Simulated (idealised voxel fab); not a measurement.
Presented below is a process module, voxel double patterning.
Cross-section cut: width 220 nm, square cells of 5 nm.
Heads up, the way a cross-section reads in here is a grid of square cells, handed over as bands from the top down, with every band being one or more rows of cells. Per band: top height and bottom height in nm, followed by the left-to-right materials and their widths in nm; "everywhere" marks a single material spanning edge to edge, "empty" marks empty space. Height reference: 0 = level under which incoming wafer is all one material. Lowest band: no bottom, runs on downward, e.g. "z 0 and below". So if you see something like "30 to 40" for the width, read it as the top row of the band sitting at the first number and the bottom row at the second, with every row in between moving by the same amount as the last. Where the words "no modifications" appear for a step, the cross-section shows no cell changed by that step; every cell remained as before. Voids not open to the top, 8 cells minimum: see "Fully closed voids". Written width x height at distance; distance is from the left edge; nm. Past the settings on a step's line: simulator remark, on that step. Regarding "overlay nm": on a step with a mask, it is the distance the mask lay to the right of its planned place; a negative value places it to the left. Guide to the pairs. Each holds a before and an after cross-section around one process step; the after cross-section is cut off at the lowest band that changed. Look under the pair for the step between them and its settings. Pairs can come from different runs of this module on the same starting wafer, so a pair follows on from the one above it only where its entry headed "Preceding state" says it does.
-- Preceding state
    z 0 and below: Si everywhere
    Fully closed voids: none
-- Post-Step Geometry
    z 5 to 0: SiO2 everywhere
    Lower than 0, everything is as it was.
    Fully closed voids: none
Can you name the step between the two cross-sections above? It is CONFORMAL_DEP,material SiO2,thk nm 5
Preceding state: no separate figure, the pair right above already shows it after its step.
-- Post-Step Geometry
    z 15 to 5: TiN everywhere
    Lower than 5, everything is as it was.
    Fully closed voids: none
Can you name the step between the two cross-sections above? It is DIRECTIONAL_DEP,material TiN,thk nm 10
Preceding state: no separate figure, the pair right above already shows it after its step.
-- Post-Step Geometry
    z 20 to 15: SiCN everywhere
    Lower than 15, everything is as it was.
    Fully closed voids: none
Can you name the step between the two cross-sections above? It is DIRECTIONAL_DEP,material SiCN,thk nm 5
Preceding state: no separate figure, the pair right above already shows it after its step.
-- Post-Step Geometry
    z 30 to 20: aC everywhere
    Lower than 20, everything is as it was.
    Fully closed voids: none
Can you name the step between the two cross-sections above? It is DIRECTIONAL_DEP,material aC,thk nm 10
Preceding state: no separate figure, the pair right above already shows it after its step.
-- Post-Step Geometry
    z 55 to 30: resist=50  empty=15  resist=35  empty=15  resist=35  empty=15  resist=55
    Lower than 30, everything is as it was.
    Fully closed voids: none
Can you name the step between the two cross-sections above? It is PATTERN,tone open,mask id FIRST,material resist,width nm 15,pitch nm 50,thk nm 25,overlay nm 0
Preceding state: no separate figure, the pair right above already shows it after its step.
-- Post-Step Geometry
    z 45 to 30: resist=50  empty=15  resist=35  empty=15  resist=35  empty=15  resist=55
    z 30 to 20: aC=50  empty=15  aC=35  empty=15  aC=35  empty=15  aC=55
    Lower than 20, everything is as it was.
    Fully closed voids: none
Can you name the step between the two cross-sections above? It is DIRECTIONAL_ETCH,etch materials aC,depth nm 10
Preceding state: no separate figure, the pair right above already shows it after its step.
-- Post-Step Geometry
    z 30 to 20: aC=50  empty=15  aC=35  empty=15  aC=35  empty=15  aC=55
    Lower than 20, everything is as it was.
    Fully closed voids: none
Can you name the step between the two cross-sections above? It is STRIP,etch materials resist
Preceding state: no separate figure, the pair right above already shows it after its step.
-- Post-Step Geometry
    z 30 to 20: aC=50  empty=15  aC=35  empty=15  aC=35  empty=15  aC=55
    z 20 to 15: SiCN=50  empty=15  SiCN=35  empty=15  SiCN=35  empty=15  SiCN=55
    Lower than 15, everything is as it was.
    Fully closed voids: none
Can you name the step between the two cross-sections above? It is DIRECTIONAL_ETCH,etch materials SiCN,depth nm 5
Preceding state: no separate figure, the pair right above already shows it after its step.
-- Post-Step Geometry
    z 20 to 15: SiCN=50  empty=15  SiCN=35  empty=15  SiCN=35  empty=15  SiCN=55
    Lower than 15, everything is as it was.
    Fully closed voids: none
Can you name the step between the two cross-sections above? It is STRIP,etch materials aC
Preceding state: no separate figure, the pair right above already shows it after its step.
-- Post-Step Geometry
    z 20 to 15: SiCN=50  empty=15  SiCN=10  empty=15  SiCN=10  empty=15  SiCN=10  empty=15  SiCN=10  empty=15  SiCN=55
    Lower than 15, everything is as it was.
    Fully closed voids: none
Can you name the step between the two cross-sections above? It is MASKED_ETCH,tone open,mask id SECOND,width nm 15,pitch nm 50,etch materials SiCN,depth nm 5,overlay nm 0
Preceding state: no separate figure, the pair right above already shows it after its step.
-- Post-Step Geometry
    z 20 to 15: SiCN=50  empty=15  SiCN=10  empty=15  SiCN=10  empty=15  SiCN=10  empty=15  SiCN=10  empty=15  SiCN=55
    z 15 to 5: TiN=50  empty=15  TiN=10  empty=15  TiN=10  empty=15  TiN=10  empty=15  TiN=10  empty=15  TiN=55
    Lower than 5, everything is as it was.
    Fully closed voids: none
Can you name the step between the two cross-sections above? It is DIRECTIONAL_ETCH,etch materials TiN,depth nm 10
Preceding state: no separate figure, the pair right above already shows it after its step.
-- Post-Step Geometry
    z 15 to 5: TiN=50  empty=15  TiN=10  empty=15  TiN=10  empty=15  TiN=10  empty=15  TiN=10  empty=15  TiN=55
    Lower than 5, everything is as it was.
    Fully closed voids: none
Can you name the step between the two cross-sections above? It is STRIP,etch materials SiCN
-- Preceding state
    z 0 and below: Si everywhere
    Fully closed voids: none
-- Post-Step Geometry
    z 10 to 0: TiN everywhere
    Lower than 0, everything is as it was.
    Fully closed voids: none
Can you name the step between the two cross-sections above? It is DIRECTIONAL_DEP,material TiN,thk nm 10
Preceding state: no separate figure, the pair right above already shows it after its step.
-- Post-Step Geometry
    z 15 to 10: SiCN everywhere
    Lower than 10, everything is as it was.
    Fully closed voids: none
Can you name the step between the two cross-sections above? It is DIRECTIONAL_DEP,material SiCN,thk nm 5
Preceding state: no separate figure, the pair right above already shows it after its step.
-- Post-Step Geometry
    z 25 to 15: aC everywhere
    Lower than 15, everything is as it was.
    Fully closed voids: none
Can you name the step between the two cross-sections above? It is DIRECTIONAL_DEP,material aC,thk nm 10
Preceding state: no separate figure, the pair right above already shows it after its step.
-- Post-Step Geometry
    z 50 to 25: resist=50  empty=15  resist=35  empty=15  resist=35  empty=15  resist=55
    Lower than 25, everything is as it was.
    Fully closed voids: none
Can you name the step between the two cross-sections above? It is PATTERN,tone open,mask id FIRST,material resist,width nm 15,pitch nm 50,thk nm 25,overlay nm 0
Preceding state: no separate figure, the pair right above already shows it after its step.
-- Post-Step Geometry
    z 40 to 25: resist=50  empty=15  resist=35  empty=15  resist=35  empty=15  resist=55
    z 25 to 15: aC=50  empty=15  aC=35  empty=15  aC=35  empty=15  aC=55
    Lower than 15, everything is as it was.
    Fully closed voids: none
Can you name the step between the two cross-sections above? It is DIRECTIONAL_ETCH,etch materials aC,depth nm 10
Preceding state: no separate figure, the pair right above already shows it after its step.
-- Post-Step Geometry
    z 25 to 15: aC=50  empty=15  aC=35  empty=15  aC=35  empty=15  aC=55
    Lower than 15, everything is as it was.
    Fully closed voids: none
Can you name the step between the two cross-sections above? It is STRIP,etch materials resist
Preceding state: no separate figure, the pair right above already shows it after its step.
-- Post-Step Geometry
    z 25 to 15: aC=50  empty=15  aC=35  empty=15  aC=35  empty=15  aC=55
    z 15 to 10: SiCN=50  empty=15  SiCN=35  empty=15  SiCN=35  empty=15  SiCN=55
    Lower than 10, everything is as it was.
    Fully closed voids: none
Can you name the step between the two cross-sections above? It is DIRECTIONAL_ETCH,etch materials SiCN,depth nm 5
Preceding state: no separate figure, the pair right above already shows it after its step.
-- Post-Step Geometry
    z 15 to 10: SiCN=50  empty=15  SiCN=35  empty=15  SiCN=35  empty=15  SiCN=55
    Lower than 10, everything is as it was.
    Fully closed voids: none
Can you name the step between the two cross-sections above? It is STRIP,etch materials aC
Preceding state: no separate figure, the pair right above already shows it after its step.
-- Post-Step Geometry
    z 15 to 10: SiCN=50  empty=15  SiCN=10  empty=15  SiCN=10  empty=15  SiCN=10  empty=15  SiCN=10  empty=15  SiCN=55
    Lower than 10, everything is as it was.
    Fully closed voids: none
Can you name the step between the two cross-sections above? It is MASKED_ETCH,tone open,mask id SECOND,width nm 15,pitch nm 50,etch materials SiCN,depth nm 5,overlay nm 0
Preceding state: no separate figure, the pair right above already shows it after its step.
-- Post-Step Geometry
    z 15 to 10: SiCN=50  empty=15  SiCN=10  empty=15  SiCN=10  empty=15  SiCN=10  empty=15  SiCN=10  empty=15  SiCN=55
    z 10 to 0: TiN=50  empty=15  TiN=10  empty=15  TiN=10  empty=15  TiN=10  empty=15  TiN=10  empty=15  TiN=55
    Lower than 0, everything is as it was.
    Fully closed voids: none
Can you name the step between the two cross-sections above? It is DIRECTIONAL_ETCH,etch materials TiN,depth nm 10
Preceding state: no separate figure, the pair right above already shows it after its step.
-- Post-Step Geometry
    z 10 to 0: TiN=50  empty=15  TiN=10  empty=15  TiN=10  empty=15  TiN=10  empty=15  TiN=10  empty=15  TiN=55
    Lower than 0, everything is as it was.
    Fully closed voids: none
Can you name the step between the two cross-sections above? It is STRIP,etch materials SiCN
-- Preceding state
    z 10 to 0: TiN everywhere
    z 0 and below: Si everywhere
    Fully closed voids: none
-- Post-Step Geometry
    z 15 to 10: SiO2 everywhere
    Lower than 10, everything is as it was.
    Fully closed voids: none
Can you name the step between the two cross-sections above? It is CONFORMAL_DEP,material SiO2,thk nm 5
Preceding state: no separate figure, the pair right above already shows it after its step.
-- Post-Step Geometry
    z 20 to 15: SiCN everywhere
    Lower than 15, everything is as it was.
    Fully closed voids: none
Can you name the step between the two cross-sections above? It is DIRECTIONAL_DEP,material SiCN,thk nm 5
Preceding state: no separate figure, the pair right above already shows it after its step.
-- Post-Step Geometry
    z 30 to 20: aC everywhere
    Lower than 20, everything is as it was.
    Fully closed voids: none
Can you name the step between the two cross-sections above? It is DIRECTIONAL_DEP,material aC,thk nm 10
Preceding state: no separate figure, the pair right above already shows it after its step.
-- Post-Step Geometry
    z 55 to 30: resist=50  empty=15  resist=35  empty=15  resist=35  empty=15  resist=55
    Lower than 30, everything is as it was.
    Fully closed voids: none
Can you name the step between the two cross-sections above? It is PATTERN,tone open,mask id FIRST,material resist,width nm 15,pitch nm 50,thk nm 25,overlay nm 0
Preceding state: no separate figure, the pair right above already shows it after its step.
-- Post-Step Geometry
    z 45 to 30: resist=50  empty=15  resist=35  empty=15  resist=35  empty=15  resist=55
    z 30 to 20: aC=50  empty=15  aC=35  empty=15  aC=35  empty=15  aC=55
    Lower than 20, everything is as it was.
    Fully closed voids: none
Can you name the step between the two cross-sections above? It is DIRECTIONAL_ETCH,etch materials aC,depth nm 10
Preceding state: no separate figure, the pair right above already shows it after its step.
-- Post-Step Geometry
    z 30 to 20: aC=50  empty=15  aC=35  empty=15  aC=35  empty=15  aC=55
    Lower than 20, everything is as it was.
    Fully closed voids: none
Can you name the step between the two cross-sections above? It is STRIP,etch materials resist
Preceding state: no separate figure, the pair right above already shows it after its step.
-- Post-Step Geometry
    z 30 to 20: aC=50  empty=15  aC=35  empty=15  aC=35  empty=15  aC=55
    z 20 to 15: SiCN=50  empty=15  SiCN=35  empty=15  SiCN=35  empty=15  SiCN=55
    Lower than 15, everything is as it was.
    Fully closed voids: none
Can you name the step between the two cross-sections above? It is DIRECTIONAL_ETCH,etch materials SiCN,depth nm 5
Preceding state: no separate figure, the pair right above already shows it after its step.
-- Post-Step Geometry
    z 20 to 15: SiCN=50  empty=15  SiCN=35  empty=15  SiCN=35  empty=15  SiCN=55
    Lower than 15, everything is as it was.
    Fully closed voids: none
Can you name the step between the two cross-sections above? It is STRIP,etch materials aC
Preceding state: no separate figure, the pair right above already shows it after its step.
-- Post-Step Geometry
    z 20 to 15: SiCN=50  empty=15  SiCN=10  empty=15  SiCN=10  empty=15  SiCN=10  empty=15  SiCN=10  empty=15  SiCN=55
    Lower than 15, everything is as it was.
    Fully closed voids: none
Can you name the step between the two cross-sections above? It is MASKED_ETCH,tone open,mask id SECOND,width nm 15,pitch nm 50,etch materials SiCN,depth nm 5,overlay nm 0
Preceding state: no separate figure, the pair right above already shows it after its step.
-- Post-Step Geometry
    z 15 to 10: SiO2 everywhere
    Lower than 10, everything is as it was.
    Fully closed voids: none
Can you name the step between the two cross-sections above? It is STRIP,etch materials SiCN
-- Preceding state
    z 5 to 0: SiO2 everywhere
    z 0 and below: Si everywhere
    Fully closed voids: none
-- Post-Step Geometry
    z 10 to 5: TiN everywhere
    Lower than 5, everything is as it was.
    Fully closed voids: none
Can you name the step between the two cross-sections above? It is DIRECTIONAL_DEP,material TiN,thk nm 5
Preceding state: no separate figure, the pair right above already shows it after its step.
-- Post-Step Geometry
    z 15 to 10: SiCN everywhere
    Lower than 10, everything is as it was.
    Fully closed voids: none
Can you name the step between the two cross-sections above? It is DIRECTIONAL_DEP,material SiCN,thk nm 5
Preceding state: no separate figure, the pair right above already shows it after its step.
-- Post-Step Geometry
    z 25 to 15: aC everywhere
    Lower than 15, everything is as it was.
    Fully closed voids: none
Can you name the step between the two cross-sections above? It is DIRECTIONAL_DEP,material aC,thk nm 10
Preceding state: no separate figure, the pair right above already shows it after its step.
-- Post-Step Geometry
    z 50 to 25: resist=50  empty=15  resist=35  empty=15  resist=35  empty=15  resist=55
    Lower than 25, everything is as it was.
    Fully closed voids: none
Can you name the step between the two cross-sections above? It is PATTERN,tone open,mask id FIRST,material resist,width nm 15,pitch nm 50,thk nm 25,overlay nm 0
Preceding state: no separate figure, the pair right above already shows it after its step.
-- Post-Step Geometry
    z 40 to 25: resist=50  empty=15  resist=35  empty=15  resist=35  empty=15  resist=55
    z 25 to 15: aC=50  empty=15  aC=35  empty=15  aC=35  empty=15  aC=55
    Lower than 15, everything is as it was.
    Fully closed voids: none
Can you name the step between the two cross-sections above? It is DIRECTIONAL_ETCH,etch materials aC,depth nm 10
Preceding state: no separate figure, the pair right above already shows it after its step.
-- Post-Step Geometry
    z 25 to 15: aC=50  empty=15  aC=35  empty=15  aC=35  empty=15  aC=55
    Lower than 15, everything is as it was.
    Fully closed voids: none
Can you name the step between the two cross-sections above? It is STRIP,etch materials resist
Preceding state: no separate figure, the pair right above already shows it after its step.
-- Post-Step Geometry
    z 25 to 15: aC=50  empty=15  aC=35  empty=15  aC=35  empty=15  aC=55
    z 15 to 10: SiCN=50  empty=15  SiCN=35  empty=15  SiCN=35  empty=15  SiCN=55
    Lower than 10, everything is as it was.
    Fully closed voids: none
Can you name the step between the two cross-sections above? It is DIRECTIONAL_ETCH,etch materials SiCN,depth nm 5
Preceding state: no separate figure, the pair right above already shows it after its step.
-- Post-Step Geometry
    z 15 to 10: SiCN=50  empty=15  SiCN=35  empty=15  SiCN=35  empty=15  SiCN=55
    Lower than 10, everything is as it was.
    Fully closed voids: none
Can you name the step between the two cross-sections above? It is STRIP,etch materials aC
Preceding state: no separate figure, the pair right above already shows it after its step.
-- Post-Step Geometry
    z 15 to 10: SiCN=50  empty=15  SiCN=10  empty=15  SiCN=10  empty=15  SiCN=10  empty=15  SiCN=10  empty=15  SiCN=55
    Lower than 10, everything is as it was.
    Fully closed voids: none
Can you name the step between the two cross-sections above? It is MASKED_ETCH,tone open,mask id SECOND,width nm 15,pitch nm 50,etch materials SiCN,depth nm 5,overlay nm 0
Preceding state: no separate figure, the pair right above already shows it after its step.
-- Post-Step Geometry
    z 15 to 10: SiCN=50  empty=15  SiCN=10  empty=15  SiCN=10  empty=15  SiCN=10  empty=15  SiCN=10  empty=15  SiCN=55
    z 10 to 5: TiN=50  empty=15  TiN=10  empty=15  TiN=10  empty=15  TiN=10  empty=15  TiN=10  empty=15  TiN=55
    Lower than 5, everything is as it was.
    Fully closed voids: none
Can you name the step between the two cross-sections above? It is DIRECTIONAL_ETCH,etch materials TiN,depth nm 10
Preceding state: no separate figure, the pair right above already shows it after its step.
-- Post-Step Geometry
    z 10 to 5: TiN=50  empty=15  TiN=10  empty=15  TiN=10  empty=15  TiN=10  empty=15  TiN=10  empty=15  TiN=55
    Lower than 5, everything is as it was.
    Fully closed voids: none
Can you name the step between the two cross-sections above? It is STRIP,etch materials SiCN
-- Preceding state
    z 30 to 20: aC everywhere
    z 20 to 15: SiCN everywhere
    z 15 to 5: TiN everywhere
    z 5 to 0: SiO2 everywhere
    z 0 and below: Si everywhere
    Fully closed voids: none
-- Post-Step Geometry
    z 55 to 30: resist=50  empty=20  resist=30  empty=20  resist=30  empty=20  resist=50
    Lower than 30, everything is as it was.
    Fully closed voids: none
Can you name the step between the two cross-sections above? It is PATTERN,tone open,mask id FIRST,material resist,width nm 20,pitch nm 50,thk nm 25,overlay nm 0
Preceding state: no separate figure, the pair right above already shows it after its step.
-- Post-Step Geometry
    z 45 to 30: resist=50  empty=20  resist=30  empty=20  resist=30  empty=20  resist=50
    z 30 to 20: aC=50  empty=20  aC=30  empty=20  aC=30  empty=20  aC=50
    Lower than 20, everything is as it was.
    Fully closed voids: none
Can you name the step between the two cross-sections above? It is DIRECTIONAL_ETCH,etch materials aC,depth nm 10
Preceding state: no separate figure, the pair right above already shows it after its step.
-- Post-Step Geometry
    z 30 to 20: aC=50  empty=20  aC=30  empty=20  aC=30  empty=20  aC=50
    Lower than 20, everything is as it was.
    Fully closed voids: none
Can you name the step between the two cross-sections above? It is STRIP,etch materials resist
Preceding state: no separate figure, the pair right above already shows it after its step.
-- Post-Step Geometry
    z 30 to 20: aC=50  empty=20  aC=30  empty=20  aC=30  empty=20  aC=50
    z 20 to 15: SiCN=50  empty=20  SiCN=30  empty=20  SiCN=30  empty=20  SiCN=50
    Lower than 15, everything is as it was.
    Fully closed voids: none
Can you name the step between the two cross-sections above? It is DIRECTIONAL_ETCH,etch materials SiCN,depth nm 5
Preceding state: no separate figure, the pair right above already shows it after its step.
-- Post-Step Geometry
    z 20 to 15: SiCN=50  empty=20  SiCN=30  empty=20  SiCN=30  empty=20  SiCN=50
    Lower than 15, everything is as it was.
    Fully closed voids: none
Can you name the step between the two cross-sections above? It is STRIP,etch materials aC
Preceding state: no separate figure, the pair right above already shows it after its step.
-- Post-Step Geometry
    z 20 to 15: SiCN=50  empty=20  SiCN=5  empty=15  SiCN=10  empty=20  SiCN=5  empty=15  SiCN=10  empty=20  SiCN=50
    Lower than 15, everything is as it was.
    Fully closed voids: none
Can you name the step between the two cross-sections above? It is MASKED_ETCH,tone open,mask id SECOND,width nm 15,pitch nm 50,etch materials SiCN,depth nm 5,overlay nm 0
Preceding state: no separate figure, the pair right above already shows it after its step.
-- Post-Step Geometry
    z 20 to 15: SiCN=50  empty=20  SiCN=5  empty=15  SiCN=10  empty=20  SiCN=5  empty=15  SiCN=10  empty=20  SiCN=50
    z 15 to 5: TiN=50  empty=20  TiN=5  empty=15  TiN=10  empty=20  TiN=5  empty=15  TiN=10  empty=20  TiN=50
    Lower than 5, everything is as it was.
    Fully closed voids: none
Can you name the step between the two cross-sections above? It is DIRECTIONAL_ETCH,etch materials TiN,depth nm 10
Preceding state: no separate figure, the pair right above already shows it after its step.
-- Post-Step Geometry
    z 15 to 5: TiN=50  empty=20  TiN=5  empty=15  TiN=10  empty=20  TiN=5  empty=15  TiN=10  empty=20  TiN=50
    Lower than 5, everything is as it was.
    Fully closed voids: none
Can you name the step between the two cross-sections above? It is STRIP,etch materials SiCN
-- Preceding state
    z 20 to 15: SiCN=50  empty=15  SiCN=35  empty=15  SiCN=35  empty=15  SiCN=55
    z 15 to 5: TiN everywhere
    z 5 to 0: SiO2 everywhere
    z 0 and below: Si everywhere
    Fully closed voids: none
-- Post-Step Geometry
    z 20 to 15: SiCN=50  empty=15  SiCN=5  empty=15  SiCN=15  empty=15  SiCN=5  empty=15  SiCN=15  empty=15  SiCN=55
    Lower than 15, everything is as it was.
    Fully closed voids: none
Can you name the step between the two cross-sections above? It is MASKED_ETCH,tone open,mask id SECOND,width nm 15,pitch nm 50,etch materials SiCN,depth nm 5,overlay nm -5
Preceding state: no separate figure, the pair right above already shows it after its step.
-- Post-Step Geometry
    z 20 to 15: SiCN=50  empty=15  SiCN=5  empty=15  SiCN=15  empty=15  SiCN=5  empty=15  SiCN=15  empty=15  SiCN=55
    z 15 to 5: TiN=50  empty=15  TiN=5  empty=15  TiN=15  empty=15  TiN=5  empty=15  TiN=15  empty=15  TiN=55
    Lower than 5, everything is as it was.
    Fully closed voids: none
Can you name the step between the two cross-sections above? It is DIRECTIONAL_ETCH,etch materials TiN,depth nm 10
Preceding state: no separate figure, the pair right above already shows it after its step.
-- Post-Step Geometry
    z 15 to 5: TiN=50  empty=15  TiN=5  empty=15  TiN=15  empty=15  TiN=5  empty=15  TiN=15  empty=15  TiN=55
    Lower than 5, everything is as it was.
    Fully closed voids: none
Can you name the step between the two cross-sections above? It is STRIP,etch materials SiCN
-- Preceding state
    z 20 to 15: SiCN everywhere
    z 15 to 5: TiN everywhere
    z 5 to 0: SiO2 everywhere
    z 0 and below: Si everywhere
    Fully closed voids: none
-- Post-Step Geometry
    z 30 to 20: SiO2 everywhere
    Lower than 20, everything is as it was.
    Fully closed voids: none
Can you name the step between the two cross-sections above? It is DIRECTIONAL_DEP,material SiO2,thk nm 10
Preceding state: no separate figure, the pair right above already shows it after its step.
-- Post-Step Geometry
    z 55 to 30: resist=50  empty=15  resist=35  empty=15  resist=35  empty=15  resist=55
    Lower than 30, everything is as it was.
    Fully closed voids: none
Can you name the step between the two cross-sections above? It is PATTERN,tone open,mask id FIRST,material resist,width nm 15,pitch nm 50,thk nm 25,overlay nm 0
Preceding state: no separate figure, the pair right above already shows it after its step.
-- Post-Step Geometry
    z 45 to 30: resist=50  empty=15  resist=35  empty=15  resist=35  empty=15  resist=55
    Lower than 30, everything is as it was.
    Fully closed voids: none
Can you name the step between the two cross-sections above? It is DIRECTIONAL_ETCH,etch materials aC,depth nm 10
Preceding state: no separate figure, the pair right above already shows it after its step.
-- Post-Step Geometry
    z 30 to 20: SiO2 everywhere
    Lower than 20, everything is as it was.
    Fully closed voids: none
Can you name the step between the two cross-sections above? It is STRIP,etch materials resist
-- Preceding state
    z 20 to 15: SiCN=50  empty=15  SiCN=35  empty=15  SiCN=35  empty=15  SiCN=55
    z 15 to 5: TiN everywhere
    z 5 to 0: SiO2 everywhere
    z 0 and below: Si everywhere
    Fully closed voids: none
-- Post-Step Geometry
    z 20 to 15: empty=75  SiCN=15  empty=35  SiCN=15  empty=80
    Lower than 15, everything is as it was.
    Fully closed voids: none
Can you name the step between the two cross-sections above? It is MASKED_ETCH,tone cover,mask id SECOND,width nm 15,pitch nm 50,etch materials SiCN,depth nm 5,overlay nm 0
Preceding state: no separate figure, the pair right above already shows it after its step.
-- Post-Step Geometry
    z 20 to 15: empty=75  SiCN=15  empty=35  SiCN=15  empty=80
    z 15 to 5: empty=75  TiN=15  empty=35  TiN=15  empty=80
    Lower than 5, everything is as it was.
    Fully closed voids: none
Can you name the step between the two cross-sections above? It is DIRECTIONAL_ETCH,etch materials TiN,depth nm 10
Preceding state: no separate figure, the pair right above already shows it after its step.
-- Post-Step Geometry
    z 15 to 5: empty=75  TiN=15  empty=35  TiN=15  empty=80
    Lower than 5, everything is as it was.
    Fully closed voids: none
Can you name the step between the two cross-sections above? It is STRIP,etch materials SiCN
